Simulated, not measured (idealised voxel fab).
Name of the process module below: voxel released beams
Displayed cross-section: cut, width of 225 nm, square cells sized 5 nm.
Bands, listed from the top down, are how a cross-section gets written in this document; the cross-section itself is a grid of square cells, and a band is one or more rows of them.
Per band: top height and bottom height in nm, followed by the left-to-right materials and their widths in nm; "full width" marks a single material spanning edge to edge, "empty" marks empty space.
Heights are expressed relative to 0, this being the level below which the as-received wafer comprises one material exclusively. The lowest band is unbounded in the downward direction and is denoted as in "top 0, no bottom".
Top row gets the first number, bottom row gets the second, and each row in between changes by the same step: that is how a band width like "30..40" works.
Given "remained the same" for a step, no cell of the cross-section differs between before and after that step.
Heads up: "Completely sealed voids" only lists the empty pockets with no open path to the top that are 8 cells or more, and it writes them as width x height at distance, distance from the left edge, in nm.
The remark found on a step's line after its settings is issued by the simulator itself and pertains to that step.
The optional step-line setting "overlay nm" applies to steps with a mask and quantifies how far to the right of its planned location the mask lay, a negative value indicating leftward placement.
Planned process steps:
1: RECEIVE,material Si
2: CONFORMAL_DEP,material Al2O3,thk nm 10
3: DIRECTIONAL_DEP,material SiO2,thk nm 20
4: DIRECTIONAL_DEP,material aC,thk nm 15
5: PATTERN,tone open,mask id ANCHOR,material resist,width nm 45,thk nm 35,overlay nm 0
6: DIRECTIONAL_ETCH,etch materials aC,depth nm 15
7: STRIP,etch materials resist
8: DIRECTIONAL_ETCH,etch materials SiO2,depth nm 20
9: STRIP,etch materials aC
10: CONFORMAL_DEP,material polySi,thk nm 15
11: PATTERN,tone cover,mask id BEAM,material resist,width nm 120,thk nm 20,overlay nm 0
12: DIRECTIONAL_ETCH,etch materials polySi,depth nm 15
13: STRIP,etch materials resist
14: STRIP,etch materials SiO2
So this is the incoming wafer in cross-section - it's already been through step 1:
	top 0, no bottom: Si full width
	Completely sealed voids: none
First of two wafers, end-of-module section, run followed plan:
	top 45, bottom 30: empty: 50  polySi: 20  empty: 15  polySi: 85  empty: 55
	top 30, bottom 25: empty: 55  polySi: 15  empty: 15  polySi: 15  empty: 125
	top 25, bottom 10: empty: 55  polySi: 45  empty: 125
	top 10, bottom 0: Al2O3 full width
	top 0, no bottom: Si full width
	Completely sealed voids: none
Second wafer of the two, sectioned at the end of the module. It began like the first and followed the same plan, but one mistake was made while running it:
	top 45, bottom 30: empty: 50  polySi: 120  empty: 55
	top 30, bottom 10: polySi full width
	top 10, bottom 0: Al2O3 full width
	top 0, no bottom: Si full width
	Completely sealed voids: none
Misprocessing identified: it should be noted that step 3 was executed with settings other than those planned, the operation and settings actually applied being DIRECTIONAL_DEP,material polySi,thk nm 20
FYI, end of process, the second wafer has more or fewer cells of some materials than the first: 156 more of polySi
